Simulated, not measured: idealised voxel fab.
The process module presented herein is designated voxel released beams.
The figure presents cross-section cut, which has a width of 205 nm and is divided into square cells with an edge length of 5 nm.
Think of the cross-section as a grid of square cells. We describe it in bands, top to bottom, and each band covers one or more rows of those cells. Band entry format. Leading values: height of top, height of bottom, nm. Remainder: materials in left-to-right order, each with its width in nm. Special words: "everywhere" on a single material, which then fills the band edge to edge; "air", empty space. For the purposes of this specification, 0 denotes the height below which the wafer in its as-received condition is composed wholly of one material, and the lowermost band, lacking a lower limit, extends downward without end, as expressed in "0..down". A width such as "30..40" changes by the same amount from each row of cells to the next, from the band's top row to its bottom row. Any step labelled "no change occurred" changed none of the cells in the cross-section. Empty spaces without an open route to the top, at least 8 cells in extent, make up the entry "Voids, sealed"; each is given as width x height at distance, where the distance is measured from the left edge, and all are in nm. What comes after the settings on a step's line is commentary from the simulator itself on that step. When a step includes a mask, the "overlay nm" setting on its line states how far to the right of its planned place that mask lay, and negative values state how far to the left.
Listed below are the process steps as planned
| 1 | RECEIVE [material Si] |
| 2 | CONFORMAL_DEP [material Al2O3] [thk nm 10] |
| 3 | DIRECTIONAL_DEP [material SiO2] [thk nm 20] |
| 4 | PATTERN [tone open] [mask id ANCHOR] [material resist] [width nm 35] [thk nm 20] [overlay nm -15] |
| 5 | DIRECTIONAL_ETCH [etch materials SiO2] [depth nm 20] |
| 6 | STRIP [etch materials resist] |
| 7 | CONFORMAL_DEP [material SiN] [thk nm 10] |
| 8 | PATTERN [tone cover] [mask id BEAM] [material resist] [width nm 110] [thk nm 15] [overlay nm 0] |
| 9 | DIRECTIONAL_ETCH [etch materials SiN] [depth nm 10] |
| 10 | STRIP [etch materials resist] |
| 11 | STRIP [etch materials SiO2] |
Variable across wafers: step 4 overlay nm (plan value is that of the first wafer; starting state common to all).
The first of several wafers as received, shown in cross-section; this is its state after step 1
	0..down  Si everywhere
	Voids, sealed: none
Module finished, last step 11 done: cross-section of the first of several wafers
	40..30  60 air  95 SiN  50 air
	30..20  35 air  10 SiN  15 air  10 SiN  135 air
	20..10  35 air  35 SiN  135 air
	10..0  Al2O3 everywhere
	0..down  Si everywhere
	Voids, sealed: none
Last wafer x-sec, end of module
	40..30  45 air  30 SiN  15 air  65 SiN  50 air
	30..20  65 air  10 SiN  15 air  10 SiN  105 air
	20..10  65 air  35 SiN  105 air
	10..0  Al2O3 everywhere
	0..down  Si everywhere
	Voids, sealed: none
Every row in this table is a wafer at the end of the module, and it gives, for each of the materials, the cells that wafer has gained (+) or lost (-) since it was received, then its closed voids
overlay nm -15 | +82 Al2O3 | +60 SiN | Voids, sealed: none
overlay nm -10 | +82 Al2O3 | +60 SiN | Voids, sealed: none
overlay nm -5 | +82 Al2O3 | +60 SiN | Voids, sealed: none
overlay nm 0 | +82 Al2O3 | +60 SiN | Voids, sealed: none
overlay nm 5 | +82 Al2O3 | +60 SiN | Voids, sealed: none
overlay nm 10 | +82 Al2O3 | +60 SiN | Voids, sealed: none
overlay nm 15 | +82 Al2O3 | +60 SiN | Voids, sealed: none
